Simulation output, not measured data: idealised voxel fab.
The document below concerns the process module designated voxel capacitor over wiring.
Section cut is 140 nm wide and gridded with 5 nm square cells.
Reading order for cross-sections: top band down to bottom band. Underlying form: a grid of square cells. Band size: one or more rows of cells.
Within each band entry, the heights of the top and of the bottom of the band appear first, in that order and in nm; the materials of the band then follow from left to right, each with its corresponding width in nm. The designation "edge to edge" on a single material indicates that it fills the band from edge to edge; the designation "empty" indicates empty space.
Zero point of the height axis is 0; under it, received wafer = one material. Lowest band: continues down indefinitely, "0..down".
Per-row width for "30..40": begins at first number (top row of band), ends at second number (bottom row), increment between rows held constant.
"no modifications" means the step left every cell of the cross-section as it was.
Any empty space of 8 cells or more lacking an open way to the top shows up in "Enclosed void inventory" as width x height at distance, distance from the left edge, in nm.
Past the settings on a step's line: simulator remark, on that step.
Each step line may optionally specify "overlay nm", which for a step with a mask gives the rightward distance between the mask's planned place and where it lay, a negative value indicating the leftward direction.

HERE'S WHAT THE PLANNED PROCESS STEPS LOOK LIKE
| 1 | RECEIVE [material Si] |
| 2 | CONFORMAL_DEP [material SiO2] [thk nm 10] |
| 3 | DIRECTIONAL_DEP [material TiN] [thk nm 5] |
| 4 | DIRECTIONAL_DEP [material Ru] [thk nm 25] |
| 5 | MASKED_ETCH [tone cover] [mask id METAL_1] [width nm 25] [pitch nm 80] [etch materials Ru] [depth nm 25] [overlay nm 0] |
| 6 | MASKED_ETCH [tone cover] [mask id METAL_1] [width nm 25] [pitch nm 80] [etch materials TiN] [depth nm 5] [overlay nm 0] |
| 7 | CONFORMAL_DEP [material SiN] [thk nm 5] |
| 8 | FILL_DEP [material SiO2] [thk nm 5] |
| 9 | CMP [height nm 40] |
| 10 | CONFORMAL_DEP [material SiCN] [thk nm 5] |
| 11 | DIRECTIONAL_DEP [material lowk] [thk nm 15] |
| 12 | DIRECTIONAL_DEP [material aC] [thk nm 10] |
| 13 | PATTERN [tone open] [mask id PLUG_1] [material resist] [width nm 15] [thk nm 25] [overlay nm 0] |
| 14 | DIRECTIONAL_ETCH [etch materials aC] [depth nm 10] |
| 15 | STRIP [etch materials resist] |
| 16 | DIRECTIONAL_ETCH [etch materials lowk] [depth nm 15] |
| 17 | DIRECTIONAL_ETCH [etch materials SiCN] [depth nm 5] |
| 18 | STRIP [etch materials aC] |
| 19 | CONFORMAL_DEP [material TiN] [thk nm 5] |
| 20 | FILL_DEP [material Ru] [thk nm 5] |
| 21 | CMP [height nm 60] |
| 22 | DIRECTIONAL_DEP [material TiN] [thk nm 5] |
| 23 | DIRECTIONAL_DEP [material Al2O3] [thk nm 5] |
| 24 | DIRECTIONAL_DEP [material TiN] [thk nm 10] |
| 25 | MASKED_ETCH [tone cover] [mask id UPPER_PLATE] [width nm 60] [etch materials TiN] [depth nm 10] [overlay nm 0] |
| 26 | MASKED_ETCH [tone cover] [mask id UPPER_PLATE] [width nm 60] [etch materials Al2O3] [depth nm 5] [overlay nm 0] |
| 27 | DIRECTIONAL_DEP [material aC] [thk nm 10] |
| 28 | PATTERN [tone cover] [mask id LOWER_PLATE] [material resist] [width nm 70] [thk nm 30] [overlay nm 0] |
| 29 | DIRECTIONAL_ETCH [etch materials aC] [depth nm 10] |
| 30 | STRIP [etch materials resist] |
| 31 | DIRECTIONAL_ETCH [etch materials TiN] [depth nm 5] |
| 32 | STRIP [etch materials aC] |
| 33 | FILL_DEP [material SiO2] [thk nm 20] |
| 34 | CMP [height nm 95] |
| 35 | PATTERN [tone open] [mask id PLUG_2] [material resist] [width nm 15] [thk nm 15] [overlay nm 0] |
| 36 | DIRECTIONAL_ETCH [etch materials SiO2] [depth nm 15] |
| 37 | STRIP [etch materials resist] |
| 38 | CONFORMAL_DEP [material TiN] [thk nm 5] |
| 39 | FILL_DEP [material Ru] [thk nm 5] |
| 40 | CMP [height nm 95] |
| 41 | CONFORMAL_DEP [material SiN] [thk nm 5] |

FIRST OF TWO WAFERS: RUN AS PLANNED

SO THIS IS THE INCOMING WAFER IN CROSS-SECTION - IT'S ALREADY BEEN THROUGH STEP 1
    0..down = Si edge to edge
    Enclosed void inventory: none

AFTER STEP 2, IN CROSS-SECTION
    10..0 = SiO2 edge to edge
    No changes below 0.

AFTER STEP 3, IN CROSS-SECTION
    15..10 = TiN edge to edge
    No changes below 10.

AFTER STEP 4, IN CROSS-SECTION
    40..15 = Ru edge to edge
    No changes below 15.

AFTER STEP 5, IN CROSS-SECTION
    40..15 = empty (15) / Ru (25) / empty (55) / Ru (25) / empty (20)
    No changes below 15.

AFTER STEP 6, IN CROSS-SECTION
    40..15 = empty (15) / Ru (25) / empty (55) / Ru (25) / empty (20)
    15..10 = empty (15) / TiN (25) / empty (55) / TiN (25) / empty (20)
    No changes below 10.

AFTER STEP 7, IN CROSS-SECTION
    45..40 = empty (10) / SiN (35) / empty (45) / SiN (35) / empty (15)
    40..15 = empty (10) / SiN (5) / Ru (25) / SiN (5) / empty (45) / SiN (5) / Ru (25) / SiN (5) / empty (15)
    15..10 = SiN (15) / TiN (25) / SiN (55) / TiN (25) / SiN (20)
    No changes below 10.

AFTER STEP 8, IN CROSS-SECTION
    50..45 = SiO2 edge to edge
    45..40 = SiO2 (10) / SiN (35) / SiO2 (45) / SiN (35) / SiO2 (15)
    40..15 = SiO2 (10) / SiN (5) / Ru (25) / SiN (5) / SiO2 (45) / SiN (5) / Ru (25) / SiN (5) / SiO2 (15)
    No changes below 15.

AFTER STEP 9, IN CROSS-SECTION
    40..15 = SiO2 (10) / SiN (5) / Ru (25) / SiN (5) / SiO2 (45) / SiN (5) / Ru (25) / SiN (5) / SiO2 (15)
    No changes below 15.

AFTER STEP 10, IN CROSS-SECTION
    45..40 = SiCN edge to edge
    No changes below 40.

AFTER STEP 11, IN CROSS-SECTION
    60..45 = lowk edge to edge
    No changes below 45.

AFTER STEP 12, IN CROSS-SECTION
    70..60 = aC edge to edge
    No changes below 60.

AFTER STEP 13, IN CROSS-SECTION
    95..70 = resist (25) / empty (15) / resist (100)
    No changes below 70.

AFTER STEP 14, IN CROSS-SECTION
    85..70 = resist (25) / empty (15) / resist (100)
    70..60 = aC (25) / empty (15) / aC (100)
    No changes below 60.

AFTER STEP 15, IN CROSS-SECTION
    70..60 = aC (25) / empty (15) / aC (100)
    No changes below 60.

AFTER STEP 16, IN CROSS-SECTION
    70..60 = aC (25) / empty (15) / aC (100)
    60..45 = lowk (25) / empty (15) / lowk (100)
    No changes below 45.

AFTER STEP 17, IN CROSS-SECTION
    70..60 = aC (25) / empty (15) / aC (100)
    60..45 = lowk (25) / empty (15) / lowk (100)
    45..40 = SiCN (25) / empty (15) / SiCN (100)
    No changes below 40.

AFTER STEP 18, IN CROSS-SECTION
    60..45 = lowk (25) / empty (15) / lowk (100)
    No changes below 45.

AFTER STEP 19, IN CROSS-SECTION
    65..60 = TiN (30) / empty (5) / TiN (105)
    60..45 = lowk (25) / TiN (5) / empty (5) / TiN (5) / lowk (100)
    45..40 = SiCN (25) / TiN (15) / SiCN (100)
    No changes below 40.

AFTER STEP 20, IN CROSS-SECTION
    70..65 = Ru edge to edge
    65..60 = TiN (30) / Ru (5) / TiN (105)
    60..45 = lowk (25) / TiN (5) / Ru (5) / TiN (5) / lowk (100)
    No changes below 45.

AFTER STEP 21, IN CROSS-SECTION
    60..45 = lowk (25) / TiN (5) / Ru (5) / TiN (5) / lowk (100)
    No changes below 45.

AFTER STEP 22, IN CROSS-SECTION
    65..60 = TiN edge to edge
    No changes below 60.

AFTER STEP 23, IN CROSS-SECTION
    70..65 = Al2O3 edge to edge
    No changes below 65.

AFTER STEP 24, IN CROSS-SECTION
    80..70 = TiN edge to edge
    No changes below 70.

AFTER STEP 25, IN CROSS-SECTION
    80..70 = empty (25) / TiN (60) / empty (55)
    No changes below 70.

AFTER STEP 26, IN CROSS-SECTION
    80..70 = empty (25) / TiN (60) / empty (55)
    70..65 = empty (25) / Al2O3 (60) / empty (55)
    No changes below 65.

AFTER STEP 27, IN CROSS-SECTION
    90..80 = empty (25) / aC (60) / empty (55)
    80..75 = empty (25) / TiN (60) / empty (55)
    75..70 = aC (25) / TiN (60) / aC (55)
    70..65 = aC (25) / Al2O3 (60) / aC (55)
    No changes below 65.

AFTER STEP 28, IN CROSS-SECTION
    120..90 = empty (20) / resist (70) / empty (50)
    90..80 = empty (20) / resist (5) / aC (60) / resist (5) / empty (50)
    80..75 = empty (20) / resist (5) / TiN (60) / resist (5) / empty (50)
    No changes below 75.

AFTER STEP 29, IN CROSS-SECTION
    110..90 = empty (20) / resist (70) / empty (50)
    90..80 = empty (20) / resist (5) / aC (60) / resist (5) / empty (50)
    80..75 = empty (20) / resist (5) / TiN (60) / resist (5) / empty (50)
    75..70 = empty (20) / aC (5) / TiN (60) / aC (5) / empty (50)
    70..65 = empty (20) / aC (5) / Al2O3 (60) / aC (5) / empty (50)
    No changes below 65.

AFTER STEP 30, IN CROSS-SECTION
    90..80 = empty (25) / aC (60) / empty (55)
    80..75 = empty (25) / TiN (60) / empty (55)
    No changes below 75.

AFTER STEP 31, IN CROSS-SECTION
    90..80 = empty (25) / aC (60) / empty (55)
    80..75 = empty (25) / TiN (60) / empty (55)
    75..70 = empty (20) / aC (5) / TiN (60) / aC (5) / empty (50)
    70..65 = empty (20) / aC (5) / Al2O3 (60) / aC (5) / empty (50)
    65..60 = empty (20) / TiN (70) / empty (50)
    No changes below 60.

AFTER STEP 32, IN CROSS-SECTION
    80..70 = empty (25) / TiN (60) / empty (55)
    70..65 = empty (25) / Al2O3 (60) / empty (55)
    No changes below 65.

AFTER STEP 33, IN CROSS-SECTION
    100..80 = SiO2 edge to edge
    80..70 = SiO2 (25) / TiN (60) / SiO2 (55)
    70..65 = SiO2 (25) / Al2O3 (60) / SiO2 (55)
    65..60 = SiO2 (20) / TiN (70) / SiO2 (50)
    No changes below 60.

AFTER STEP 34, IN CROSS-SECTION
    95..80 = SiO2 edge to edge
    No changes below 80.

AFTER STEP 35, IN CROSS-SECTION
    110..95 = resist (35) / empty (15) / resist (90)
    No changes below 95.

AFTER STEP 36, IN CROSS-SECTION
    110..95 = resist (35) / empty (15) / resist (90)
    95..80 = SiO2 (35) / empty (15) / SiO2 (90)
    No changes below 80.

AFTER STEP 37, IN CROSS-SECTION
    95..80 = SiO2 (35) / empty (15) / SiO2 (90)
    No changes below 80.

AFTER STEP 38, IN CROSS-SECTION
    100..95 = TiN (40) / empty (5) / TiN (95)
    95..85 = SiO2 (35) / TiN (5) / empty (5) / TiN (5) / SiO2 (90)
    85..80 = SiO2 (35) / TiN (15) / SiO2 (90)
    No changes below 80.

AFTER STEP 39, IN CROSS-SECTION
    105..100 = Ru edge to edge
    100..95 = TiN (40) / Ru (5) / TiN (95)
    95..85 = SiO2 (35) / TiN (5) / Ru (5) / TiN (5) / SiO2 (90)
    No changes below 85.

AFTER STEP 40, IN CROSS-SECTION
    95..85 = SiO2 (35) / TiN (5) / Ru (5) / TiN (5) / SiO2 (90)
    No changes below 85.

AFTER STEP 41, IN CROSS-SECTION
    100..95 = SiN edge to edge
    No changes below 95.

WAFER TWO. SAME START, SAME PLAN, ONE SLIP IN EXECUTION. SAME AS WAFER ONE THROUGH STEP 22, INCLUSIVE

CROSS-SECTION OF THE SECOND WAFER CORRESPONDING TO THE PLANNED CONCLUSION OF STEP 23
    75..60 = TiN edge to edge
    No changes below 60.

CROSS-SECTION OF THE SECOND WAFER CORRESPONDING TO THE PLANNED CONCLUSION OF STEP 24
    80..75 = Al2O3 edge to edge
    No changes below 75.

Cross-section of the second wafer corresponding to the planned conclusion of step 25: no modifications

CROSS-SECTION OF THE SECOND WAFER CORRESPONDING TO THE PLANNED CONCLUSION OF STEP 26
    80..75 = empty (25) / Al2O3 (60) / empty (55)
    No changes below 75.

CROSS-SECTION OF THE SECOND WAFER CORRESPONDING TO THE PLANNED CONCLUSION OF STEP 27
    90..85 = empty (25) / aC (60) / empty (55)
    85..80 = aC edge to edge
    80..75 = aC (25) / Al2O3 (60) / aC (55)
    No changes below 75.

CROSS-SECTION OF THE SECOND WAFER CORRESPONDING TO THE PLANNED CONCLUSION OF STEP 28
    120..90 = empty (20) / resist (70) / empty (50)
    90..85 = empty (20) / resist (5) / aC (60) / resist (5) / empty (50)
    No changes below 85.

CROSS-SECTION OF THE SECOND WAFER CORRESPONDING TO THE PLANNED CONCLUSION OF STEP 29
    110..90 = empty (20) / resist (70) / empty (50)
    90..85 = empty (20) / resist (5) / aC (60) / resist (5) / empty (50)
    85..80 = empty (20) / aC (70) / empty (50)
    80..75 = empty (20) / aC (5) / Al2O3 (60) / aC (5) / empty (50)
    No changes below 75.

CROSS-SECTION OF THE SECOND WAFER CORRESPONDING TO THE PLANNED CONCLUSION OF STEP 30
    90..80 = empty (25..20) / aC (60..70) / empty (55..50)
    No changes below 80.

CROSS-SECTION OF THE SECOND WAFER CORRESPONDING TO THE PLANNED CONCLUSION OF STEP 31
    90..80 = empty (25..20) / aC (60..70) / empty (55..50)
    80..75 = empty (20) / aC (5) / Al2O3 (60) / aC (5) / empty (50)
    75..70 = empty (20) / TiN (70) / empty (50)
    No changes below 70.

CROSS-SECTION OF THE SECOND WAFER CORRESPONDING TO THE PLANNED CONCLUSION OF STEP 32
    80..75 = empty (25) / Al2O3 (60) / empty (55)
    No changes below 75.

CROSS-SECTION OF THE SECOND WAFER CORRESPONDING TO THE PLANNED CONCLUSION OF STEP 33
    100..80 = SiO2 edge to edge
    80..75 = SiO2 (25) / Al2O3 (60) / SiO2 (55)
    75..70 = SiO2 (20) / TiN (70) / SiO2 (50)
    No changes below 70.

CROSS-SECTION OF THE SECOND WAFER CORRESPONDING TO THE PLANNED CONCLUSION OF STEP 34
    95..80 = SiO2 edge to edge
    No changes below 80.

CROSS-SECTION OF THE SECOND WAFER CORRESPONDING TO THE PLANNED CONCLUSION OF STEP 35
    110..95 = resist (35) / empty (15) / resist (90)
    No changes below 95.

CROSS-SECTION OF THE SECOND WAFER CORRESPONDING TO THE PLANNED CONCLUSION OF STEP 36
    110..95 = resist (35) / empty (15) / resist (90)
    95..80 = SiO2 (35) / empty (15) / SiO2 (90)
    No changes below 80.

CROSS-SECTION OF THE SECOND WAFER CORRESPONDING TO THE PLANNED CONCLUSION OF STEP 37
    95..80 = SiO2 (35) / empty (15) / SiO2 (90)
    No changes below 80.

CROSS-SECTION OF THE SECOND WAFER CORRESPONDING TO THE PLANNED CONCLUSION OF STEP 38
    100..95 = TiN (40) / empty (5) / TiN (95)
    95..85 = SiO2 (35) / TiN (5) / empty (5) / TiN (5) / SiO2 (90)
    85..80 = SiO2 (35) / TiN (15) / SiO2 (90)
    No changes below 80.

CROSS-SECTION OF THE SECOND WAFER CORRESPONDING TO THE PLANNED CONCLUSION OF STEP 39
    105..100 = Ru edge to edge
    100..95 = TiN (40) / Ru (5) / TiN (95)
    95..85 = SiO2 (35) / TiN (5) / Ru (5) / TiN (5) / SiO2 (90)
    No changes below 85.

CROSS-SECTION OF THE SECOND WAFER CORRESPONDING TO THE PLANNED CONCLUSION OF STEP 40
    95..85 = SiO2 (35) / TiN (5) / Ru (5) / TiN (5) / SiO2 (90)
    No changes below 85.

CROSS-SECTION OF THE SECOND WAFER CORRESPONDING TO THE PLANNED CONCLUSION OF STEP 41
    100..95 = SiN edge to edge
    No changes below 95.
What went wrong in running the wafer? mixed up steps 23 and 24 - ran each in the other's place
Cell-count delta at end, second wafer over first, by material: SiO2 -32 | TiN +32
